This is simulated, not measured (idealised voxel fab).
Process module in this document: voxel transistor to metal
Displayed cross-section: cut, width of 175 nm, square cells sized 5 nm.
For the purposes of this document, a cross-section shall be understood as a grid of square cells, specified as bands listed in top-to-bottom order, each band consisting of one or more rows of cells. What a band's entry tells you: where the top is and where the bottom is, as heights in nm, and after that what lies inside, material by material from left to right, each with its width in nm. Empty space is written as the word "empty", and a single material marked with the word "full width" occupies the band from edge to edge. For the purposes of this specification, 0 denotes the height below which the wafer in its as-received condition is composed wholly of one material, and the lowermost band, lacking a lower limit, extends downward without end, as expressed in "0..down". Width: "30..40" (first number = top row, second number = bottom row, same change from row to row of cells). "nothing changed" -> step changed no cross-section cell. closed voids: empty space of 8 cells or more with no open way to the top, each as width x height at its distance from the left edge, in nm. after a step's settings: what the simulator itself notes on the step. What "overlay nm" on a step's line means: if the step has a mask, that mask lay this far to the right of its planned place, or, when the value is negative, to the left.

-- So here's the lineup of process steps we planned
1: RECEIVE,material Si
2: OXIDIZE,depth nm 5
3: CONFORMAL_DEP,material SiN,thk nm 10
4: DIRECTIONAL_DEP,material aC,thk nm 15
5: PATTERN,tone cover,mask id ACTIVE,material resist,width nm 115,thk nm 35,overlay nm 0
6: DIRECTIONAL_ETCH,etch materials aC,depth nm 15
7: STRIP,etch materials resist
8: DIRECTIONAL_ETCH,etch materials SiN,depth nm 10
9: DIRECTIONAL_ETCH,etch materials SiO2,depth nm 5
10: DIRECTIONAL_ETCH,etch materials Si,depth nm 20
11: STRIP,etch materials aC
12: OXIDIZE,depth nm 5
13: FILL_DEP,material SiO2,thk nm 5
14: CMP,height nm 10
15: SELECTIVE_ETCH,etch materials SiO2,depth nm 10
16: STRIP,etch materials SiN
17: SELECTIVE_ETCH,etch materials SiO2,depth nm 5
18: OXIDIZE,depth nm 5
19: DIRECTIONAL_DEP,material polySi,thk nm 30
20: DIRECTIONAL_DEP,material SiCN,thk nm 10
21: PATTERN,tone cover,mask id GATE,material resist,width nm 25,thk nm 15,overlay nm 0
22: DIRECTIONAL_ETCH,etch materials SiCN,depth nm 20
23: DIRECTIONAL_ETCH,etch materials polySi,depth nm 40
24: STRIP,etch materials resist
25: CONFORMAL_DEP,material SiO2,thk nm 5
26: DIRECTIONAL_ETCH,etch materials SiO2,depth nm 5
27: CONFORMAL_DEP,material SiN,thk nm 10
28: DIRECTIONAL_ETCH,etch materials SiN,depth nm 10
29: DIRECTIONAL_ETCH,etch materials SiO2,depth nm 5
30: DIRECTIONAL_ETCH,etch materials Si,depth nm 5
31: EPI,material pSi,thk nm 5
32: FILL_DEP,material SiO2,thk nm 5
33: CMP,height nm 25
34: STRIP,etch materials polySi
35: SELECTIVE_ETCH,etch materials SiO2,depth nm 5
36: CONFORMAL_DEP,material HfO2,thk nm 5
37: CONFORMAL_DEP,material TiN,thk nm 5
38: FILL_DEP,material W,thk nm 5
39: CMP,height nm 20
40: DIRECTIONAL_DEP,material SiO2,thk nm 10
41: MASKED_ETCH,tone open,mask id CONTACT,width nm 20,pitch nm 75,etch materials SiO2,depth nm 40,overlay nm 0
42: CONFORMAL_DEP,material TiN,thk nm 5
43: FILL_DEP,material W,thk nm 5
44: CMP,height nm 30
45: CONFORMAL_DEP,material SiCN,thk nm 5
46: DIRECTIONAL_DEP,material lowk,thk nm 25
47: PATTERN,tone open,mask id METAL_1,material resist,width nm 20,pitch nm 75,thk nm 20,overlay nm 0
48: DIRECTIONAL_ETCH,etch materials lowk,depth nm 25
49: DIRECTIONAL_ETCH,etch materials SiCN,depth nm 5
50: STRIP,etch materials resist
51: CONFORMAL_DEP,material TiN,thk nm 5
52: FILL_DEP,material W,thk nm 5
53: CMP,height nm 60
54: EPI,material Ru,thk nm 5
55: FILL_DEP,material SiCN,thk nm 5
56: DIRECTIONAL_DEP,material lowk,thk nm 25
57: PATTERN,tone open,mask id METAL_2,material resist,width nm 20,pitch nm 75,thk nm 15,overlay nm 0
58: DIRECTIONAL_ETCH,etch materials lowk,depth nm 15
59: STRIP,etch materials resist
60: PATTERN,tone open,mask id METAL_2_HOLES,material resist,width nm 15,pitch nm 75,thk nm 15,overlay nm 0
61: DIRECTIONAL_ETCH,etch materials lowk,depth nm 10
62: DIRECTIONAL_ETCH,etch materials SiCN,depth nm 5
63: STRIP,etch materials resist
64: CONFORMAL_DEP,material TiN,thk nm 5
65: FILL_DEP,material Cu,thk nm 5
66: CMP,height nm 95
67: CONFORMAL_DEP,material SiN,thk nm 5

-- So this is the incoming wafer in cross-section - it's already been through step 1
* 0..down: Si full width
* closed voids: none

-- Post-module cross-section of the first of two wafers (run per plan)
* 100..95: SiN full width
* 95..85: lowk=40, TiN=5, Cu=10, TiN=5, lowk=55, TiN=5, Cu=10, TiN=5, lowk=40
* 85..80: lowk=40, TiN=5, Cu=5, TiN=10, lowk=55, TiN=5, Cu=5, TiN=10, lowk=40
* 80..70: lowk=40, TiN=5, Cu=5, TiN=5, lowk=60, TiN=5, Cu=5, TiN=5, lowk=45
* 70..65: SiCN=40, TiN=15, SiCN=60, TiN=15, SiCN=45
* 65..60: SiCN=35, Ru=30, SiCN=45, Ru=30, SiCN=35
* 60..35: lowk=40, TiN=5, W=10, TiN=5, lowk=55, TiN=5, W=10, TiN=5, lowk=40
* 35..30: SiCN=40, TiN=20, SiCN=55, TiN=20, SiCN=40
* 30..20: SiO2=40, TiN=5, W=10, TiN=5, SiO2=55, TiN=5, W=10, TiN=5, SiO2=40
* 20..0: SiO2=40, TiN=5, W=10, TiN=5, SiN=10, HfO2=5, TiN=5, W=15, TiN=5, HfO2=5, SiN=10, TiN=5, W=10, TiN=5, SiO2=40
* 0..-5: SiO2=40, TiN=5, W=5, TiN=10, SiN=10, HfO2=5, TiN=25, HfO2=5, SiN=10, TiN=10, W=5, TiN=5, SiO2=40
* -5..-10: SiO2=40, TiN=15, pSi=5, SiO2=10, HfO2=35, SiO2=10, pSi=5, TiN=15, SiO2=40
* -10..-15: SiO2=35, pSi=25, Si=55, pSi=25, SiO2=35
* -15..-30: SiO2=35, Si=105, SiO2=35
* -30..down: Si full width
* closed voids: none

-- Cross-sectional image of the second wafer of the two following completion of the module. Starting state and process plan were the same as for the first wafer; one execution error occurred
* 100..95: SiN full width
* 95..85: lowk=40, TiN=5, Cu=10, TiN=5, lowk=55, TiN=5, Cu=10, TiN=5, lowk=40
* 85..80: lowk=40, TiN=5, Cu=5, TiN=10, lowk=55, TiN=5, Cu=5, TiN=10, lowk=40
* 80..70: lowk=40, TiN=5, Cu=5, TiN=5, lowk=60, TiN=5, Cu=5, TiN=5, lowk=45
* 70..65: SiCN=40, TiN=15, SiCN=60, TiN=15, SiCN=45
* 65..60: SiCN=35, Ru=30, SiCN=45, Ru=30, SiCN=35
* 60..35: lowk=40, TiN=5, polySi=10, TiN=5, lowk=55, TiN=5, polySi=10, TiN=5, lowk=40
* 35..30: SiCN=40, TiN=20, SiCN=55, TiN=20, SiCN=40
* 30..20: SiO2=40, TiN=5, W=10, TiN=5, SiO2=55, TiN=5, W=10, TiN=5, SiO2=40
* 20..0: SiO2=40, TiN=5, W=10, TiN=5, SiN=10, HfO2=5, TiN=5, W=15, TiN=5, HfO2=5, SiN=10, TiN=5, W=10, TiN=5, SiO2=40
* 0..-5: SiO2=40, TiN=5, W=5, TiN=10, SiN=10, HfO2=5, TiN=25, HfO2=5, SiN=10, TiN=10, W=5, TiN=5, SiO2=40
* -5..-10: SiO2=40, TiN=15, pSi=5, SiO2=10, HfO2=35, SiO2=10, pSi=5, TiN=15, SiO2=40
* -10..-15: SiO2=35, pSi=25, Si=55, pSi=25, SiO2=35
* -15..-30: SiO2=35, Si=105, SiO2=35
* -30..down: Si full width
* closed voids: none
Diagnosis: step 52 off recipe, ran as FILL_DEP,material polySi,thk nm 5
Final wafer comparison in cells, second versus first, more or fewer per material: -20 W, +20 polySi
